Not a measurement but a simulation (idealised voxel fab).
Name of the process module below: voxel self aligned vias
FYI the section here is cut, 220 nm wide, cells are 5 nm squares.
Reading order for cross-sections: top band down to bottom band. Underlying form: a grid of square cells. Band size: one or more rows of cells. Look at the band entry: it leads with the top's height and the bottom's height in nm. Then it lists the materials left to right, with a width in nm for each. The word "everywhere" on a single material says that material fills the band edge to edge. The word "air" is empty space. Height reference: 0 = level under which incoming wafer is all one material. Lowest band: no bottom, runs on downward, e.g. "0 nm and below". With a width like "30 to 40", each row of cells in the band differs from the next by the same amount, the top row carrying the first number and the bottom row the second. Reading "nothing altered" for a step: not a cell of the cross-section changed in it. Basically, "Unvented voids" tells you about the enclosed voids: empty spaces with no open way to the top, 8 cells or bigger, each written width x height at distance, where distance is from the left edge, all in nm. On a step's line, text after the settings is the simulator commenting on that step. "overlay nm" answers the question of how far to the right of plan the mask lay on a step that has a mask, and when it is negative the answer is to the left.
**Planned step list for the process**
1) op RECEIVE | material Si
2) op CONFORMAL_DEP | material SiO2 | thk nm 10
3) op CONFORMAL_DEP | material SiCN | thk nm 5
4) op DIRECTIONAL_DEP | material SiO2 | thk nm 25
5) op MASKED_ETCH | tone open | mask id LINES | width nm 30 | pitch nm 60 | etch materials SiO2 | depth nm 25 | overlay nm 0
6) op CONFORMAL_DEP | material TiN | thk nm 5
7) op FILL_DEP | material W | thk nm 10
8) op CMP | height nm 40
9) op SELECTIVE_ETCH | etch materials W Ru TiN | depth nm 10
10) op FILL_DEP | material SiN | thk nm 5
11) op CMP | height nm 40
12) op DIRECTIONAL_DEP | material SiO2 | thk nm 20
13) op DIRECTIONAL_DEP | material aC | thk nm 15
14) op PATTERN | tone open | mask id VIAS | material resist | width nm 40 | pitch nm 120 | thk nm 30 | overlay nm 0
15) op DIRECTIONAL_ETCH | etch materials aC | depth nm 15
16) op STRIP | etch materials resist
17) op DIRECTIONAL_ETCH | etch materials SiO2 | depth nm 20
18) op DIRECTIONAL_ETCH | etch materials SiN | depth nm 10
19) op STRIP | etch materials aC
20) op CONFORMAL_DEP | material TiN | thk nm 5
21) op FILL_DEP | material Cu | thk nm 5
22) op CMP | height nm 60
23) op CONFORMAL_DEP | material SiN | thk nm 5
**The first wafer of two, processed as planned**
**Step 1 complete: cross-section of the wafer as received**
0 nm and below  Si everywhere
Unvented voids: none
**Cross-section of the wafer subsequent to step 2**
10 nm to 0 nm  SiO2 everywhere
Unchanged below 0.
**Cross-section of the wafer subsequent to step 3**
15 nm to 10 nm  SiCN everywhere
Unchanged below 10.
**Cross-section of the wafer subsequent to step 4**
40 nm to 15 nm  SiO2 everywhere
Unchanged below 15.
**Cross-section of the wafer subsequent to step 5**
40 nm to 15 nm  35 nm SiO2  30 nm air  30 nm SiO2  30 nm air  30 nm SiO2  30 nm air  35 nm SiO2
Unchanged below 15.
**Cross-section of the wafer subsequent to step 6**
45 nm to 40 nm  40 nm TiN  20 nm air  40 nm TiN  20 nm air  40 nm TiN  20 nm air  40 nm TiN
40 nm to 20 nm  35 nm SiO2  5 nm TiN  20 nm air  5 nm TiN  30 nm SiO2  5 nm TiN  20 nm air  5 nm TiN  30 nm SiO2  5 nm TiN  20 nm air  5 nm TiN  35 nm SiO2
20 nm to 15 nm  35 nm SiO2  30 nm TiN  30 nm SiO2  30 nm TiN  30 nm SiO2  30 nm TiN  35 nm SiO2
Unchanged below 15.
**Cross-section of the wafer subsequent to step 7**
55 nm to 45 nm  W everywhere
45 nm to 40 nm  40 nm TiN  20 nm W  40 nm TiN  20 nm W  40 nm TiN  20 nm W  40 nm TiN
40 nm to 20 nm  35 nm SiO2  5 nm TiN  20 nm W  5 nm TiN  30 nm SiO2  5 nm TiN  20 nm W  5 nm TiN  30 nm SiO2  5 nm TiN  20 nm W  5 nm TiN  35 nm SiO2
Unchanged below 20.
**Cross-section of the wafer subsequent to step 8**
40 nm to 20 nm  35 nm SiO2  5 nm TiN  20 nm W  5 nm TiN  30 nm SiO2  5 nm TiN  20 nm W  5 nm TiN  30 nm SiO2  5 nm TiN  20 nm W  5 nm TiN  35 nm SiO2
Unchanged below 20.
**Cross-section of the wafer subsequent to step 9**
40 nm to 30 nm  35 nm SiO2  30 nm air  30 nm SiO2  30 nm air  30 nm SiO2  30 nm air  35 nm SiO2
Unchanged below 30.
**Cross-section of the wafer subsequent to step 10**
45 nm to 40 nm  SiN everywhere
40 nm to 30 nm  35 nm SiO2  30 nm SiN  30 nm SiO2  30 nm SiN  30 nm SiO2  30 nm SiN  35 nm SiO2
Unchanged below 30.
**Cross-section of the wafer subsequent to step 11**
40 nm to 30 nm  35 nm SiO2  30 nm SiN  30 nm SiO2  30 nm SiN  30 nm SiO2  30 nm SiN  35 nm SiO2
Unchanged below 30.
**Cross-section of the wafer subsequent to step 12**
60 nm to 40 nm  SiO2 everywhere
Unchanged below 40.
**Cross-section of the wafer subsequent to step 13**
75 nm to 60 nm  aC everywhere
Unchanged below 60.
**Cross-section of the wafer subsequent to step 14**
105 nm to 75 nm  30 nm resist  40 nm air  80 nm resist  40 nm air  30 nm resist
Unchanged below 75.
**Cross-section of the wafer subsequent to step 15**
90 nm to 75 nm  30 nm resist  40 nm air  80 nm resist  40 nm air  30 nm resist
75 nm to 60 nm  30 nm aC  40 nm air  80 nm aC  40 nm air  30 nm aC
Unchanged below 60.
**Cross-section of the wafer subsequent to step 16**
75 nm to 60 nm  30 nm aC  40 nm air  80 nm aC  40 nm air  30 nm aC
Unchanged below 60.
**Cross-section of the wafer subsequent to step 17**
75 nm to 60 nm  30 nm aC  40 nm air  80 nm aC  40 nm air  30 nm aC
60 nm to 40 nm  30 nm SiO2  40 nm air  80 nm SiO2  40 nm air  30 nm SiO2
Unchanged below 40.
**Cross-section of the wafer subsequent to step 18**
75 nm to 60 nm  30 nm aC  40 nm air  80 nm aC  40 nm air  30 nm aC
60 nm to 40 nm  30 nm SiO2  40 nm air  80 nm SiO2  40 nm air  30 nm SiO2
40 nm to 30 nm  35 nm SiO2  30 nm air  30 nm SiO2  30 nm SiN  30 nm SiO2  30 nm air  35 nm SiO2
Unchanged below 30.
**Cross-section of the wafer subsequent to step 19**
60 nm to 40 nm  30 nm SiO2  40 nm air  80 nm SiO2  40 nm air  30 nm SiO2
Unchanged below 40.
**Cross-section of the wafer subsequent to step 20**
65 nm to 60 nm  35 nm TiN  30 nm air  90 nm TiN  30 nm air  35 nm TiN
60 nm to 45 nm  30 nm SiO2  5 nm TiN  30 nm air  5 nm TiN  80 nm SiO2  5 nm TiN  30 nm air  5 nm TiN  30 nm SiO2
45 nm to 40 nm  30 nm SiO2  10 nm TiN  20 nm air  10 nm TiN  80 nm SiO2  10 nm TiN  20 nm air  10 nm TiN  30 nm SiO2
40 nm to 35 nm  35 nm SiO2  5 nm TiN  20 nm air  5 nm TiN  30 nm SiO2  30 nm SiN  30 nm SiO2  5 nm TiN  20 nm air  5 nm TiN  35 nm SiO2
35 nm to 30 nm  35 nm SiO2  30 nm TiN  30 nm SiO2  30 nm SiN  30 nm SiO2  30 nm TiN  35 nm SiO2
Unchanged below 30.
**Cross-section of the wafer subsequent to step 21**
70 nm to 65 nm  Cu everywhere
65 nm to 60 nm  35 nm TiN  30 nm Cu  90 nm TiN  30 nm Cu  35 nm TiN
60 nm to 45 nm  30 nm SiO2  5 nm TiN  30 nm Cu  5 nm TiN  80 nm SiO2  5 nm TiN  30 nm Cu  5 nm TiN  30 nm SiO2
45 nm to 40 nm  30 nm SiO2  10 nm TiN  20 nm Cu  10 nm TiN  80 nm SiO2  10 nm TiN  20 nm Cu  10 nm TiN  30 nm SiO2
40 nm to 35 nm  35 nm SiO2  5 nm TiN  20 nm Cu  5 nm TiN  30 nm SiO2  30 nm SiN  30 nm SiO2  5 nm TiN  20 nm Cu  5 nm TiN  35 nm SiO2
Unchanged below 35.
**Cross-section of the wafer subsequent to step 22**
60 nm to 45 nm  30 nm SiO2  5 nm TiN  30 nm Cu  5 nm TiN  80 nm SiO2  5 nm TiN  30 nm Cu  5 nm TiN  30 nm SiO2
Unchanged below 45.
**Cross-section of the wafer subsequent to step 23**
65 nm to 60 nm  SiN everywhere
Unchanged below 60.
**For the second wafer, take the first wafer's start and plan, then add one mistake made in running it; everything through step 16, that step included, is shared with the first**
**Here is the second wafer in cross-section at the point where step 17 of the plan should have been done**
75 nm to 60 nm  30 nm aC  40 nm air  80 nm aC  40 nm air  30 nm aC
60 nm to 40 nm  30 nm SiO2  40 nm air  80 nm SiO2  40 nm air  30 nm SiO2
40 nm to 30 nm  30 nm SiO2  5 nm air  30 nm SiN  5 nm air  25 nm SiO2  30 nm SiN  25 nm SiO2  5 nm air  30 nm SiN  5 nm air  30 nm SiO2
30 nm to 20 nm  30 nm SiO2  5 nm air  5 nm TiN  20 nm W  5 nm TiN  5 nm air  25 nm SiO2  5 nm TiN  20 nm W  5 nm TiN  25 nm SiO2  5 nm air  5 nm TiN  20 nm W  5 nm TiN  5 nm air  30 nm SiO2
Unchanged below 20.
**Here is the second wafer in cross-section at the point where step 18 of the plan should have been done**
75 nm to 60 nm  30 nm aC  40 nm air  80 nm aC  40 nm air  30 nm aC
60 nm to 40 nm  30 nm SiO2  40 nm air  80 nm SiO2  40 nm air  30 nm SiO2
40 nm to 30 nm  30 nm SiO2  40 nm air  25 nm SiO2  30 nm SiN  25 nm SiO2  40 nm air  30 nm SiO2
Unchanged below 30.
**Here is the second wafer in cross-section at the point where step 19 of the plan should have been done**
60 nm to 40 nm  30 nm SiO2  40 nm air  80 nm SiO2  40 nm air  30 nm SiO2
Unchanged below 40.
**Here is the second wafer in cross-section at the point where step 20 of the plan should have been done**
65 nm to 60 nm  35 nm TiN  30 nm air  90 nm TiN  30 nm air  35 nm TiN
60 nm to 40 nm  30 nm SiO2  5 nm TiN  30 nm air  5 nm TiN  80 nm SiO2  5 nm TiN  30 nm air  5 nm TiN  30 nm SiO2
40 nm to 35 nm  30 nm SiO2  5 nm TiN  30 nm air  5 nm TiN  25 nm SiO2  30 nm SiN  25 nm SiO2  5 nm TiN  30 nm air  5 nm TiN  30 nm SiO2
35 nm to 30 nm  30 nm SiO2  40 nm TiN  25 nm SiO2  30 nm SiN  25 nm SiO2  40 nm TiN  30 nm SiO2
30 nm to 20 nm  30 nm SiO2  10 nm TiN  20 nm W  10 nm TiN  25 nm SiO2  5 nm TiN  20 nm W  5 nm TiN  25 nm SiO2  10 nm TiN  20 nm W  10 nm TiN  30 nm SiO2
Unchanged below 20.
**Here is the second wafer in cross-section at the point where step 21 of the plan should have been done**
70 nm to 65 nm  Cu everywhere
65 nm to 60 nm  35 nm TiN  30 nm Cu  90 nm TiN  30 nm Cu  35 nm TiN
60 nm to 40 nm  30 nm SiO2  5 nm TiN  30 nm Cu  5 nm TiN  80 nm SiO2  5 nm TiN  30 nm Cu  5 nm TiN  30 nm SiO2
40 nm to 35 nm  30 nm SiO2  5 nm TiN  30 nm Cu  5 nm TiN  25 nm SiO2  30 nm SiN  25 nm SiO2  5 nm TiN  30 nm Cu  5 nm TiN  30 nm SiO2
Unchanged below 35.
**Here is the second wafer in cross-section at the point where step 22 of the plan should have been done**
60 nm to 40 nm  30 nm SiO2  5 nm TiN  30 nm Cu  5 nm TiN  80 nm SiO2  5 nm TiN  30 nm Cu  5 nm TiN  30 nm SiO2
Unchanged below 40.
**Here is the second wafer in cross-section at the point where step 23 of the plan should have been done**
65 nm to 60 nm  SiN everywhere
Unchanged below 60.
Run error: step 17 of the plan was performed twice
Final comparison by cell count, materials where the second wafer has more or fewer than the first: Cu: 8 more | SiO2: 16 fewer | TiN: 8 more
